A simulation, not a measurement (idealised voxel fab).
The process module that follows is named voxel spacer lines.
FYI the section here is cut, 300 nm wide, cells are 5 nm squares.
Format of a cross-section: grid, square cells. Given as bands. Order: top down. Band: one or more rows of cells. Basically the band line says how high the top is and how high the bottom is, in nm, and then what's in it from left to right, every material with its width in nm. Empty space shows up as "blank", and if a single material carries "all across" it runs the full band edge to edge. Zero point of the height axis is 0; under it, received wafer = one material. Lowest band: continues down indefinitely, "0 and below". You'd read "30 to 40" like this: the band's top row of cells is as wide as the first number, its bottom row is as wide as the second, and going down, every row changes width by the same amount as the row before did. Take "all unchanged" at face value: in the step it is given for, the cross-section changed in none of its cells. Empty spaces without an open route to the top, at least 8 cells in extent, make up the entry "Voids, fully enclosed"; each is given as width x height at distance, where the distance is measured from the left edge, and all are in nm. Heads up: the bit after the settings on a step's line is the simulator's remark on that step. overlay nm: right-of-plan distance of the mask on a masked step; negative values mean left-of-plan.

The planned process steps are enumerated hereunder
1) RECEIVE: material Si
2) CONFORMAL_DEP: material SiO2, thk nm 5
3) DIRECTIONAL_DEP: material W, thk nm 10
4) DIRECTIONAL_DEP: material polySi, thk nm 30
5) PATTERN: tone cover, mask id MANDREL, material resist, width nm 20, pitch nm 70, thk nm 35, overlay nm 0
6) DIRECTIONAL_ETCH: etch materials polySi, depth nm 30
7) STRIP: etch materials resist
8) CONFORMAL_DEP: material SiN, thk nm 15
9) DIRECTIONAL_ETCH: etch materials SiN, depth nm 15
10) STRIP: etch materials polySi
11) DIRECTIONAL_ETCH: etch materials W, depth nm 10
12) STRIP: etch materials SiN
13) FILL_DEP: material SiO2, thk nm 5
14) CMP: height nm 15

What follows covers the first of two wafers; it ran as planned

The cross-section here shows the wafer as received, i.e. in its state after step 1
> 0 and below | Si all across
> Voids, fully enclosed: none

Wafer xsec, post step 2
> 5 down to 0 | SiO2 all across
> Below 0, the layers are the same as they were.

Wafer xsec, post step 3
> 15 down to 5 | W all across
> Below 5, the layers are the same as they were.

Wafer xsec, post step 4
> 45 down to 15 | polySi all across
> Below 15, the layers are the same as they were.

Wafer xsec, post step 5
> 80 down to 45 | blank: 70; resist: 20; blank: 50; resist: 20; blank: 50; resist: 20; blank: 70
> Below 45, the layers are the same as they were.

Wafer xsec, post step 6
> 80 down to 45 | blank: 70; resist: 20; blank: 50; resist: 20; blank: 50; resist: 20; blank: 70
> 45 down to 15 | blank: 70; polySi: 20; blank: 50; polySi: 20; blank: 50; polySi: 20; blank: 70
> Below 15, the layers are the same as they were.

Wafer xsec, post step 7
> 45 down to 15 | blank: 70; polySi: 20; blank: 50; polySi: 20; blank: 50; polySi: 20; blank: 70
> Below 15, the layers are the same as they were.

Wafer xsec, post step 8
> 60 down to 45 | blank: 55; SiN: 50; blank: 20; SiN: 50; blank: 20; SiN: 50; blank: 55
> 45 down to 30 | blank: 55; SiN: 15; polySi: 20; SiN: 15; blank: 20; SiN: 15; polySi: 20; SiN: 15; blank: 20; SiN: 15; polySi: 20; SiN: 15; blank: 55
> 30 down to 15 | SiN: 70; polySi: 20; SiN: 50; polySi: 20; SiN: 50; polySi: 20; SiN: 70
> Below 15, the layers are the same as they were.

Wafer xsec, post step 9
> 45 down to 15 | blank: 55; SiN: 15; polySi: 20; SiN: 15; blank: 20; SiN: 15; polySi: 20; SiN: 15; blank: 20; SiN: 15; polySi: 20; SiN: 15; blank: 55
> Below 15, the layers are the same as they were.

Wafer xsec, post step 10
> 45 down to 15 | blank: 55; SiN: 15; blank: 20; SiN: 15; blank: 20; SiN: 15; blank: 20; SiN: 15; blank: 20; SiN: 15; blank: 20; SiN: 15; blank: 55
> Below 15, the layers are the same as they were.

Wafer xsec, post step 11
> 45 down to 15 | blank: 55; SiN: 15; blank: 20; SiN: 15; blank: 20; SiN: 15; blank: 20; SiN: 15; blank: 20; SiN: 15; blank: 20; SiN: 15; blank: 55
> 15 down to 5 | blank: 55; W: 15; blank: 20; W: 15; blank: 20; W: 15; blank: 20; W: 15; blank: 20; W: 15; blank: 20; W: 15; blank: 55
> Below 5, the layers are the same as they were.

Wafer xsec, post step 12
> 15 down to 5 | blank: 55; W: 15; blank: 20; W: 15; blank: 20; W: 15; blank: 20; W: 15; blank: 20; W: 15; blank: 20; W: 15; blank: 55
> Below 5, the layers are the same as they were.

Wafer xsec, post step 13
> 20 down to 15 | SiO2 all across
> 15 down to 5 | SiO2: 55; W: 15; SiO2: 20; W: 15; SiO2: 20; W: 15; SiO2: 20; W: 15; SiO2: 20; W: 15; SiO2: 20; W: 15; SiO2: 55
> Below 5, the layers are the same as they were.

Wafer xsec, post step 14
> 15 down to 5 | SiO2: 55; W: 15; SiO2: 20; W: 15; SiO2: 20; W: 15; SiO2: 20; W: 15; SiO2: 20; W: 15; SiO2: 20; W: 15; SiO2: 55
> Below 5, the layers are the same as they were.

Wafer two: like wafer one in start and plan, but with one mistake in execution; identical up to and including step 2

Second wafer: cross-section at the scheduled end of step 3
> 10 down to 5 | W all across
> Below 5, the layers are the same as they were.

Second wafer: cross-section at the scheduled end of step 4
> 40 down to 10 | polySi all across
> Below 10, the layers are the same as they were.

Second wafer: cross-section at the scheduled end of step 5
> 75 down to 40 | blank: 70; resist: 20; blank: 50; resist: 20; blank: 50; resist: 20; blank: 70
> Below 40, the layers are the same as they were.

Second wafer: cross-section at the scheduled end of step 6
> 75 down to 40 | blank: 70; resist: 20; blank: 50; resist: 20; blank: 50; resist: 20; blank: 70
> 40 down to 10 | blank: 70; polySi: 20; blank: 50; polySi: 20; blank: 50; polySi: 20; blank: 70
> Below 10, the layers are the same as they were.

Second wafer: cross-section at the scheduled end of step 7
> 40 down to 10 | blank: 70; polySi: 20; blank: 50; polySi: 20; blank: 50; polySi: 20; blank: 70
> Below 10, the layers are the same as they were.

Second wafer: cross-section at the scheduled end of step 8
> 55 down to 40 | blank: 55; SiN: 50; blank: 20; SiN: 50; blank: 20; SiN: 50; blank: 55
> 40 down to 25 | blank: 55; SiN: 15; polySi: 20; SiN: 15; blank: 20; SiN: 15; polySi: 20; SiN: 15; blank: 20; SiN: 15; polySi: 20; SiN: 15; blank: 55
> 25 down to 10 | SiN: 70; polySi: 20; SiN: 50; polySi: 20; SiN: 50; polySi: 20; SiN: 70
> Below 10, the layers are the same as they were.

Second wafer: cross-section at the scheduled end of step 9
> 40 down to 10 | blank: 55; SiN: 15; polySi: 20; SiN: 15; blank: 20; SiN: 15; polySi: 20; SiN: 15; blank: 20; SiN: 15; polySi: 20; SiN: 15; blank: 55
> Below 10, the layers are the same as they were.

Second wafer: cross-section at the scheduled end of step 10
> 40 down to 10 | blank: 55; SiN: 15; blank: 20; SiN: 15; blank: 20; SiN: 15; blank: 20; SiN: 15; blank: 20; SiN: 15; blank: 20; SiN: 15; blank: 55
> Below 10, the layers are the same as they were.

Second wafer: cross-section at the scheduled end of step 11
> 40 down to 10 | blank: 55; SiN: 15; blank: 20; SiN: 15; blank: 20; SiN: 15; blank: 20; SiN: 15; blank: 20; SiN: 15; blank: 20; SiN: 15; blank: 55
> 10 down to 5 | blank: 55; W: 15; blank: 20; W: 15; blank: 20; W: 15; blank: 20; W: 15; blank: 20; W: 15; blank: 20; W: 15; blank: 55
> Below 5, the layers are the same as they were.

Second wafer: cross-section at the scheduled end of step 12
> 10 down to 5 | blank: 55; W: 15; blank: 20; W: 15; blank: 20; W: 15; blank: 20; W: 15; blank: 20; W: 15; blank: 20; W: 15; blank: 55
> Below 5, the layers are the same as they were.

Second wafer: cross-section at the scheduled end of step 13
> 15 down to 10 | SiO2 all across
> 10 down to 5 | SiO2: 55; W: 15; SiO2: 20; W: 15; SiO2: 20; W: 15; SiO2: 20; W: 15; SiO2: 20; W: 15; SiO2: 20; W: 15; SiO2: 55
> Below 5, the layers are the same as they were.

Second wafer: cross-section at the scheduled end of step 14: all unchanged
What was the processing mistake? planned and actual differ for step 3; actual: DIRECTIONAL_DEP: material W, thk nm 5
Wrapping up, a cell-based count of both wafers puts the second over or under the first for these materials: SiO2 +18 | W -18
